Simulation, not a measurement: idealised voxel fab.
Presented below is a process module, voxel capacitor over wiring.
Section cut is 265 nm wide and gridded with 5 nm square cells.
A cross-section is written here as square cells arranged in a grid, and it is given in bands from the top down, each band taking up one or more rows of cells. First you get the band's top height and its bottom height, in nm, and then the materials it's made of, left to right, with each width in nm. If you see a single material with "edge to edge", that one covers the band edge to edge. "air" is empty space. Heights are expressed relative to 0, this being the level below which the as-received wafer comprises one material exclusively. The lowest band is unbounded in the downward direction and is denoted as in "0 and below". Quick explanation for "30..40": the width changes in equal steps down the rows of cells, from the first number in the band's top row to the second number in its bottom row. Step note "stayed the same" = no cross-section cell changed. "Closed void register" lists enclosed empty spaces (at least 8 cells, no open path upward to the top), each as width x height at distance from the left edge, in nm. Step line, after settings: the simulator's comment on this step. Regarding "overlay nm": on a step with a mask, it is the distance the mask lay to the right of its planned place; a negative value places it to the left.

Set out below are the planned steps of the process:
1,op RECEIVE | material Si
2,op CONFORMAL_DEP | material SiO2 | thk nm 15
3,op DIRECTIONAL_DEP | material TiN | thk nm 5
4,op DIRECTIONAL_DEP | material W | thk nm 15
5,op PATTERN | tone cover | mask id METAL_1 | material resist | width nm 25 | pitch nm 80 | thk nm 15 | overlay nm 0
6,op DIRECTIONAL_ETCH | etch materials W | depth nm 15
7,op DIRECTIONAL_ETCH | etch materials TiN | depth nm 5
8,op STRIP | etch materials resist
9,op CONFORMAL_DEP | material SiCN | thk nm 5
10,op FILL_DEP | material lowk | thk nm 5
11,op CMP | height nm 35
12,op CONFORMAL_DEP | material SiCN | thk nm 5
13,op DIRECTIONAL_DEP | material lowk | thk nm 20
14,op PATTERN | tone open | mask id PLUG_1 | material resist | width nm 15 | thk nm 15 | overlay nm 0
15,op DIRECTIONAL_ETCH | etch materials lowk | depth nm 20
16,op DIRECTIONAL_ETCH | etch materials SiCN | depth nm 5
17,op STRIP | etch materials resist
18,op CONFORMAL_DEP | material TiN | thk nm 5
19,op FILL_DEP | material W | thk nm 5
20,op CMP | height nm 60
21,op DIRECTIONAL_DEP | material TiN | thk nm 5
22,op DIRECTIONAL_DEP | material HfO2 | thk nm 5
23,op DIRECTIONAL_DEP | material TiN | thk nm 5
24,op PATTERN | tone cover | mask id UPPER_PLATE | material resist | width nm 60 | thk nm 15 | overlay nm 0
25,op DIRECTIONAL_ETCH | etch materials TiN | depth nm 5
26,op DIRECTIONAL_ETCH | etch materials HfO2 | depth nm 5
27,op STRIP | etch materials resist
28,op PATTERN | tone cover | mask id LOWER_PLATE | material resist | width nm 70 | thk nm 15 | overlay nm 0
29,op DIRECTIONAL_ETCH | etch materials TiN | depth nm 5
30,op STRIP | etch materials resist
31,op FILL_DEP | material SiO2 | thk nm 15
32,op CMP | height nm 85
33,op DIRECTIONAL_DEP | material aC | thk nm 10
34,op PATTERN | tone open | mask id PLUG_2 | material resist | width nm 15 | thk nm 30 | overlay nm 0
35,op DIRECTIONAL_ETCH | etch materials aC | depth nm 10
36,op STRIP | etch materials resist
37,op DIRECTIONAL_ETCH | etch materials SiO2 | depth nm 10
38,op STRIP | etch materials aC
39,op CONFORMAL_DEP | material TiN | thk nm 5
40,op FILL_DEP | material Ru | thk nm 10
41,op CMP | height nm 85
42,op CONFORMAL_DEP | material SiCN | thk nm 5

This is the cross-section of the wafer as we received it, i.e. after step 1:
    0 and below | Si edge to edge
    Closed void register: none

Figure: cross-sectional view of the wafer upon completion of the module, processed from the initial state and according to the plan depicted above, with one error introduced during execution:
    90 down to 85 | SiCN edge to edge
    85 down to 80 | 100 nm SiO2, then 5 nm TiN, then 5 nm Ru, then 5 nm TiN, then 150 nm SiO2
    80 down to 70 | 100..90 nm SiO2, then 15..60 nm TiN, then 150..115 nm SiO2
    70 down to 65 | 90 nm SiO2, then 60 nm HfO2, then 115 nm SiO2
    65 down to 60 | 85 nm SiO2, then 70 nm TiN, then 110 nm SiO2
    60 down to 40 | 90 nm lowk, then 5 nm TiN, then 5 nm W, then 5 nm TiN, then 160 nm lowk
    40 down to 35 | 90 nm SiCN, then 15 nm TiN, then 160 nm SiCN
    35 down to 30 | 80 nm SiCN, then 25 nm TiN, then 55 nm SiCN, then 25 nm TiN, then 80 nm SiCN
    30 down to 0 | SiO2 edge to edge
    0 and below | Si edge to edge
    Closed void register: none
Deviation noted in wafer processing: yeah, plan step 2 got run twice
